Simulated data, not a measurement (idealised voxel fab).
The following process module bears the name voxel self aligned vias.
Shown is cross-section cut, with a width of 255 nm and square cells of size 5 nm.
A cross-section in this document is a grid of square cells, and it is written down as bands, the top band listed before the ones below it; a band is made up of one or more rows of cells.
What a band's entry tells you: where the top is and where the bottom is, as heights in nm, and after that what lies inside, material by material from left to right, each with its width in nm. Empty space is written as the word "blank", and a single material marked with the word "all across" occupies the band from edge to edge.
Heights are reckoned from 0. Under this level, the received wafer is all of one material. The bottommost band is open-ended downward, for example "0 and below".
So if you see something like "30->40" for the width, read it as the top row of the band sitting at the first number and the bottom row at the second, with every row in between moving by the same amount as the last.
"no alterations made" after a step means that no cell of the cross-section changed.
Look at "Entrapped void list" for the closed voids: empty spaces with no open path to the top, sized 8 cells or up. Each is width x height at distance, distance from the left edge, all nm.
It should be noted that, on the line of a given step, the content following the step's settings is a remark produced by the simulator itself with respect to that step.
When a step includes a mask, the "overlay nm" setting on its line states how far to the right of its planned place that mask lay, and negative values state how far to the left.
Below is the list of planned process steps:
1. RECEIVE: material Si
2. CONFORMAL_DEP: material SiO2, thk nm 10
3. CONFORMAL_DEP: material SiCN, thk nm 5
4. DIRECTIONAL_DEP: material lowk, thk nm 20
5. MASKED_ETCH: tone open, mask id LINES, width nm 20, pitch nm 55, etch materials lowk, depth nm 20, overlay nm 0
6. CONFORMAL_DEP: material TiN, thk nm 5
7. FILL_DEP: material W, thk nm 5
8. CMP: height nm 35
9. SELECTIVE_ETCH: etch materials W Ru TiN, depth nm 5
10. FILL_DEP: material SiN, thk nm 10
11. CMP: height nm 35
12. DIRECTIONAL_DEP: material lowk, thk nm 20
13. PATTERN: tone open, mask id VIAS, material resist, width nm 40, pitch nm 55, thk nm 20, overlay nm 0
14. DIRECTIONAL_ETCH: etch materials lowk, depth nm 20
15. DIRECTIONAL_ETCH: etch materials SiN, depth nm 5
16. STRIP: etch materials resist
17. CONFORMAL_DEP: material TiN, thk nm 5
18. FILL_DEP: material Ru, thk nm 10
19. CMP: height nm 55
20. CONFORMAL_DEP: material SiCN, thk nm 5
Cross-section of the wafer as it came to us, i.e., already through step 1:
    0 and below  Si all across
    Entrapped void list: none
The first of the two wafers as seen in cross-section once the module was finished; processing followed the plan:
    60 down to 55  SiCN all across
    55 down to 40  lowk 50 nm, then TiN 5 nm, then Ru 30 nm, then TiN 5 nm, then lowk 15 nm, then TiN 5 nm, then Ru 30 nm, then TiN 5 nm, then lowk 15 nm, then TiN 5 nm, then Ru 30 nm, then TiN 5 nm, then lowk 55 nm
    40 down to 35  lowk 50 nm, then TiN 15 nm, then Ru 10 nm, then TiN 15 nm, then lowk 15 nm, then TiN 15 nm, then Ru 10 nm, then TiN 15 nm, then lowk 15 nm, then TiN 15 nm, then Ru 10 nm, then TiN 15 nm, then lowk 55 nm
    35 down to 30  lowk 60 nm, then TiN 20 nm, then lowk 35 nm, then TiN 20 nm, then lowk 35 nm, then TiN 20 nm, then lowk 65 nm
    30 down to 20  lowk 60 nm, then TiN 5 nm, then W 10 nm, then TiN 5 nm, then lowk 35 nm, then TiN 5 nm, then W 10 nm, then TiN 5 nm, then lowk 35 nm, then TiN 5 nm, then W 10 nm, then TiN 5 nm, then lowk 65 nm
    20 down to 15  lowk 60 nm, then TiN 20 nm, then lowk 35 nm, then TiN 20 nm, then lowk 35 nm, then TiN 20 nm, then lowk 65 nm
    15 down to 10  SiCN all across
    10 down to 0  SiO2 all across
    0 and below  Si all across
    Entrapped void list: none
Here is the second of the two wafers cut open at the end of the module - same start, same plan as the first one, but we made one mistake running it:
    60 down to 55  SiCN all across
    55 down to 40  lowk 50 nm, then TiN 5 nm, then Ru 30 nm, then TiN 5 nm, then lowk 15 nm, then TiN 5 nm, then Ru 30 nm, then TiN 5 nm, then lowk 15 nm, then TiN 5 nm, then Ru 30 nm, then TiN 5 nm, then lowk 55 nm
    40 down to 35  lowk 50 nm, then TiN 40 nm, then lowk 15 nm, then TiN 40 nm, then lowk 15 nm, then TiN 40 nm, then lowk 55 nm
    35 down to 30  SiCN all across
    30 down to 10  lowk all across
    10 down to 0  SiO2 all across
    0 and below  Si all across
    Entrapped void list: none
Misprocessing identified: so 3 and 4 got swapped relative to the plan, each ran where the other was supposed to
Wrapping up, a cell-based count of both wafers puts the second over or under the first for these materials: 6 fewer of Ru, 30 fewer of TiN, 12 fewer of W, 48 more of lowk
